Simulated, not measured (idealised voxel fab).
Herein follows the process module entitled voxel transistor to metal.
In the cross-section labelled cut, the width is 170 nm and each square cell is 5 nm.
The cross-sections in this document take the form of a grid made of square cells. They are written out as bands, in order from top to bottom. Each band consists of one or more rows of cells.
Within each band entry, the heights of the top and of the bottom of the band appear first, in that order and in nm; the materials of the band then follow from left to right, each with its corresponding width in nm. The designation "edge to edge" on a single material indicates that it fills the band from edge to edge; the designation "empty" indicates empty space.
Convention: height 0 is the level below which the wafer, as received, is all one material. The lowest band does not terminate at the bottom but continues downward, represented as "0 -> down".
You'd read "30..40" like this: the band's top row of cells is as wide as the first number, its bottom row is as wide as the second, and going down, every row changes width by the same amount as the row before did.
"nothing different" after a step means that no cell of the cross-section changed.
For the entry "Unvented voids", the listed items are empty spaces with no open way to the top whose size is 8 cells or more; each item follows the pattern width x height at distance, where distance is from the left edge and all three are in nm.
On a step's line, text after the settings is the simulator commenting on that step.
A step's line can hold "overlay nm"; with a mask on that step, the setting says how far right of the planned place the mask lay, while a negative setting says it lay to the left.

SET OUT BELOW ARE THE PLANNED STEPS OF THE PROCESS
1 RECEIVE,material Si
2 OXIDIZE,depth nm 5
3 CONFORMAL_DEP,material SiN,thk nm 10
4 MASKED_ETCH,tone cover,mask id ACTIVE,width nm 125,etch materials SiN,depth nm 10,overlay nm 0
5 MASKED_ETCH,tone cover,mask id ACTIVE,width nm 125,etch materials SiO2,depth nm 5,overlay nm 0
6 MASKED_ETCH,tone cover,mask id ACTIVE,width nm 125,etch materials Si,depth nm 25,overlay nm 0
7 OXIDIZE,depth nm 5
8 FILL_DEP,material SiO2,thk nm 15
9 CMP,height nm 10
10 SELECTIVE_ETCH,etch materials SiO2,depth nm 5
11 STRIP,etch materials SiN
12 SELECTIVE_ETCH,etch materials SiO2,depth nm 5
13 OXIDIZE,depth nm 5
14 DIRECTIONAL_DEP,material polySi,thk nm 30
15 DIRECTIONAL_DEP,material SiCN,thk nm 10
16 MASKED_ETCH,tone cover,mask id GATE,width nm 25,etch materials SiCN,depth nm 20,overlay nm 0
17 MASKED_ETCH,tone cover,mask id GATE,width nm 25,etch materials polySi,depth nm 40,overlay nm 0
18 CONFORMAL_DEP,material SiO2,thk nm 5
19 DIRECTIONAL_ETCH,etch materials SiO2,depth nm 5
20 CONFORMAL_DEP,material SiN,thk nm 10
21 DIRECTIONAL_ETCH,etch materials SiN,depth nm 10
22 DIRECTIONAL_ETCH,etch materials SiO2,depth nm 5
23 DIRECTIONAL_ETCH,etch materials Si,depth nm 10
24 EPI,material pSi,thk nm 15
25 FILL_DEP,material SiO2,thk nm 5
26 CMP,height nm 35
27 DIRECTIONAL_DEP,material SiO2,thk nm 10
28 PATTERN,tone open,mask id CONTACT,material resist,width nm 35,pitch nm 70,thk nm 20,overlay nm -15
29 DIRECTIONAL_ETCH,etch materials SiO2,depth nm 40
30 STRIP,etch materials resist
31 CONFORMAL_DEP,material TiN,thk nm 5
32 FILL_DEP,material W,thk nm 10
33 CMP,height nm 45
34 CONFORMAL_DEP,material SiN,thk nm 5
35 DIRECTIONAL_DEP,material lowk,thk nm 25
36 DIRECTIONAL_DEP,material aC,thk nm 15
37 PATTERN,tone open,mask id METAL_1,material resist,width nm 20,pitch nm 85,thk nm 30,overlay nm 0
38 DIRECTIONAL_ETCH,etch materials aC,depth nm 15
39 STRIP,etch materials resist
40 DIRECTIONAL_ETCH,etch materials lowk,depth nm 25
41 DIRECTIONAL_ETCH,etch materials SiN,depth nm 5
42 STRIP,etch materials aC
43 CONFORMAL_DEP,material TiN,thk nm 5
44 FILL_DEP,material Ru,thk nm 5
45 CMP,height nm 75
46 CONFORMAL_DEP,material SiCN,thk nm 5
47 DIRECTIONAL_DEP,material lowk,thk nm 25
48 MASKED_ETCH,tone open,mask id METAL_2,width nm 20,pitch nm 85,etch materials lowk,depth nm 15,overlay nm 0
49 MASKED_ETCH,tone open,mask id METAL_2_HOLES,width nm 15,pitch nm 85,etch materials lowk,depth nm 10,overlay nm 0
50 MASKED_ETCH,tone open,mask id METAL_2_HOLES,width nm 15,pitch nm 85,etch materials SiCN,depth nm 5,overlay nm 0
51 CONFORMAL_DEP,material TiN,thk nm 5
52 FILL_DEP,material Cu,thk nm 10
53 CMP,height nm 105
54 CONFORMAL_DEP,material SiCN,thk nm 5
Don't read the plan's overlay nm for step 28 as applying to every wafer: that's the first wafer's value, and the wafers differ in it, though they all start identical.

THE FIRST OF SEVERAL WAFERS IN CROSS-SECTION, EXACTLY AS IT REACHED US AFTER STEP 1
* 0 -> down | Si edge to edge
* Unvented voids: none

HERE IS THE CROSS-SECTION OF THE FIRST OF SEVERAL WAFERS AT THE END OF THE MODULE, AFTER ITS LAST STEP, STEP 54
* 110 -> 105 | SiCN edge to edge
* 105 -> 95 | 30 nm lowk, then 5 nm TiN, then 10 nm Cu, then 5 nm TiN, then 65 nm lowk, then 5 nm TiN, then 10 nm Cu, then 5 nm TiN, then 35 nm lowk
* 95 -> 90 | 30 nm lowk, then 5 nm TiN, then 5 nm Cu, then 10 nm TiN, then 65 nm lowk, then 5 nm TiN, then 5 nm Cu, then 10 nm TiN, then 35 nm lowk
* 90 -> 80 | 30 nm lowk, then 5 nm TiN, then 5 nm Cu, then 5 nm TiN, then 70 nm lowk, then 5 nm TiN, then 5 nm Cu, then 5 nm TiN, then 40 nm lowk
* 80 -> 75 | 30 nm SiCN, then 15 nm TiN, then 70 nm SiCN, then 15 nm TiN, then 40 nm SiCN
* 75 -> 50 | 30 nm lowk, then 5 nm TiN, then 10 nm Ru, then 5 nm TiN, then 65 nm lowk, then 5 nm TiN, then 10 nm Ru, then 5 nm TiN, then 35 nm lowk
* 50 -> 45 | 30 nm SiN, then 20 nm TiN, then 65 nm SiN, then 20 nm TiN, then 35 nm SiN
* 45 -> 40 | 15 nm SiO2, then 5 nm TiN, then 25 nm W, then 5 nm TiN, then 35 nm SiO2, then 5 nm TiN, then 25 nm W, then 5 nm TiN, then 50 nm SiO2
* 40 -> 35 | 15 nm SiO2, then 5 nm TiN, then 25 nm W, then 5 nm TiN, then 35 nm SiO2, then 35 nm TiN, then 50 nm SiO2
* 35 -> 25 | 15 nm SiO2, then 5 nm TiN, then 25 nm W, then 5 nm TiN, then 5 nm SiO2, then 10 nm SiN, then 5 nm SiO2, then 25 nm SiCN, then 5 nm TiN, then 10 nm SiN, then 10 nm TiN, then 50 nm SiO2
* 25 -> 10 | 15 nm SiO2, then 5 nm TiN, then 25 nm W, then 5 nm TiN, then 5 nm SiO2, then 10 nm SiN, then 5 nm SiO2, then 25 nm polySi, then 5 nm TiN, then 10 nm SiN, then 10 nm TiN, then 50 nm SiO2
* 10 -> 5 | 15 nm SiO2, then 35 nm TiN, then 5 nm SiO2, then 10 nm SiN, then 5 nm SiO2, then 25 nm polySi, then 5 nm TiN, then 10 nm SiN, then 10 nm TiN, then 50 nm SiO2
* 5 -> 0 | 25 nm SiO2, then 30 nm pSi, then 10 nm SiN, then 5 nm SiO2, then 25 nm polySi, then 5 nm SiO2, then 10 nm SiN, then 30 nm pSi, then 30 nm SiO2
* 0 -> -5 | 20 nm SiO2, then 10 nm SiN, then 25 nm pSi, then 10 nm SiN, then 5 nm SiO2, then 25 nm polySi, then 5 nm SiO2, then 10 nm SiN, then 25 nm pSi, then 10 nm SiN, then 25 nm SiO2
* -5 -> -10 | 30 nm SiO2, then 25 nm pSi, then 55 nm SiO2, then 25 nm pSi, then 35 nm SiO2
* -10 -> -20 | 25 nm SiO2, then 5 nm Si, then 25 nm pSi, then 55 nm Si, then 25 nm pSi, then 5 nm Si, then 30 nm SiO2
* -20 -> -35 | 25 nm SiO2, then 115 nm Si, then 30 nm SiO2
* -35 -> down | Si edge to edge
* Unvented voids: none

END OF MODULE, LAST WAFER SECTIONED
* 110 -> 105 | SiCN edge to edge
* 105 -> 95 | 30 nm lowk, then 5 nm TiN, then 10 nm Cu, then 5 nm TiN, then 65 nm lowk, then 5 nm TiN, then 10 nm Cu, then 5 nm TiN, then 35 nm lowk
* 95 -> 90 | 30 nm lowk, then 5 nm TiN, then 5 nm Cu, then 10 nm TiN, then 65 nm lowk, then 5 nm TiN, then 5 nm Cu, then 10 nm TiN, then 35 nm lowk
* 90 -> 80 | 30 nm lowk, then 5 nm TiN, then 5 nm Cu, then 5 nm TiN, then 70 nm lowk, then 5 nm TiN, then 5 nm Cu, then 5 nm TiN, then 40 nm lowk
* 80 -> 75 | 30 nm SiCN, then 15 nm TiN, then 70 nm SiCN, then 15 nm TiN, then 40 nm SiCN
* 75 -> 50 | 30 nm lowk, then 5 nm TiN, then 10 nm Ru, then 5 nm TiN, then 65 nm lowk, then 5 nm TiN, then 10 nm Ru, then 5 nm TiN, then 35 nm lowk
* 50 -> 45 | 30 nm SiN, then 20 nm TiN, then 65 nm SiN, then 20 nm TiN, then 35 nm SiN
* 45 -> 40 | 45 nm SiO2, then 5 nm TiN, then 25 nm W, then 5 nm TiN, then 35 nm SiO2, then 5 nm TiN, then 25 nm W, then 5 nm TiN, then 20 nm SiO2
* 40 -> 35 | 45 nm SiO2, then 35 nm TiN, then 35 nm SiO2, then 5 nm TiN, then 25 nm W, then 5 nm TiN, then 20 nm SiO2
* 35 -> 25 | 45 nm SiO2, then 10 nm TiN, then 10 nm SiN, then 5 nm TiN, then 25 nm SiCN, then 5 nm SiO2, then 10 nm SiN, then 5 nm SiO2, then 5 nm TiN, then 25 nm W, then 5 nm TiN, then 20 nm SiO2
* 25 -> 10 | 45 nm SiO2, then 10 nm TiN, then 10 nm SiN, then 5 nm TiN, then 25 nm polySi, then 5 nm SiO2, then 10 nm SiN, then 5 nm SiO2, then 5 nm TiN, then 25 nm W, then 5 nm TiN, then 20 nm SiO2
* 10 -> 5 | 45 nm SiO2, then 10 nm TiN, then 10 nm SiN, then 5 nm TiN, then 25 nm polySi, then 5 nm SiO2, then 10 nm SiN, then 5 nm SiO2, then 35 nm TiN, then 20 nm SiO2
* 5 -> 0 | 25 nm SiO2, then 30 nm pSi, then 10 nm SiN, then 5 nm SiO2, then 25 nm polySi, then 5 nm SiO2, then 10 nm SiN, then 30 nm pSi, then 30 nm SiO2
* 0 -> -5 | 20 nm SiO2, then 10 nm SiN, then 25 nm pSi, then 10 nm SiN, then 5 nm SiO2, then 25 nm polySi, then 5 nm SiO2, then 10 nm SiN, then 25 nm pSi, then 10 nm SiN, then 25 nm SiO2
* -5 -> -10 | 30 nm SiO2, then 25 nm pSi, then 55 nm SiO2, then 25 nm pSi, then 35 nm SiO2
* -10 -> -20 | 25 nm SiO2, then 5 nm Si, then 25 nm pSi, then 55 nm Si, then 25 nm pSi, then 5 nm Si, then 30 nm SiO2
* -20 -> -35 | 25 nm SiO2, then 115 nm Si, then 30 nm SiO2
* -35 -> down | Si edge to edge
* Unvented voids: none

SO IN THIS TABLE EVERY WAFER GETS ITS OWN ROW, AND WHAT YOU SEE IS WHERE IT STANDS AT THE END OF THE MODULE: FOR EACH MATERIAL, HOW MANY CELLS IT PICKED UP (+) OR GAVE UP (-) SINCE WE RECEIVED IT, AND AFTER THAT ITS CLOSED VOIDS
overlay nm -15, +14 Cu, +20 Ru, -143 Si, +72 SiCN, +62 SiN, +233 SiO2, +104 TiN, +40 W, +264 lowk, +52 pSi, +30 polySi, Unvented voids: none
overlay nm -10, +14 Cu, +20 Ru, -143 Si, +72 SiCN, +62 SiN, +227 SiO2, +104 TiN, +46 W, +264 lowk, +52 pSi, +30 polySi, Unvented voids: none
overlay nm -5, +14 Cu, +20 Ru, -143 Si, +72 SiCN, +62 SiN, +227 SiO2, +104 TiN, +46 W, +264 lowk, +52 pSi, +30 polySi, Unvented voids: none
overlay nm 0, +14 Cu, +20 Ru, -143 Si, +72 SiCN, +62 SiN, +233 SiO2, +98 TiN, +46 W, +264 lowk, +52 pSi, +30 polySi, Unvented voids: none
overlay nm 5, +14 Cu, +20 Ru, -143 Si, +72 SiCN, +62 SiN, +227 SiO2, +104 TiN, +46 W, +264 lowk, +52 pSi, +30 polySi, Unvented voids: none
overlay nm 10, +14 Cu, +20 Ru, -143 Si, +72 SiCN, +62 SiN, +227 SiO2, +104 TiN, +46 W, +264 lowk, +52 pSi, +30 polySi, Unvented voids: none
overlay nm 15, +14 Cu, +20 Ru, -143 Si, +72 SiCN, +62 SiN, +233 SiO2, +104 TiN, +40 W, +264 lowk, +52 pSi, +30 polySi, Unvented voids: none
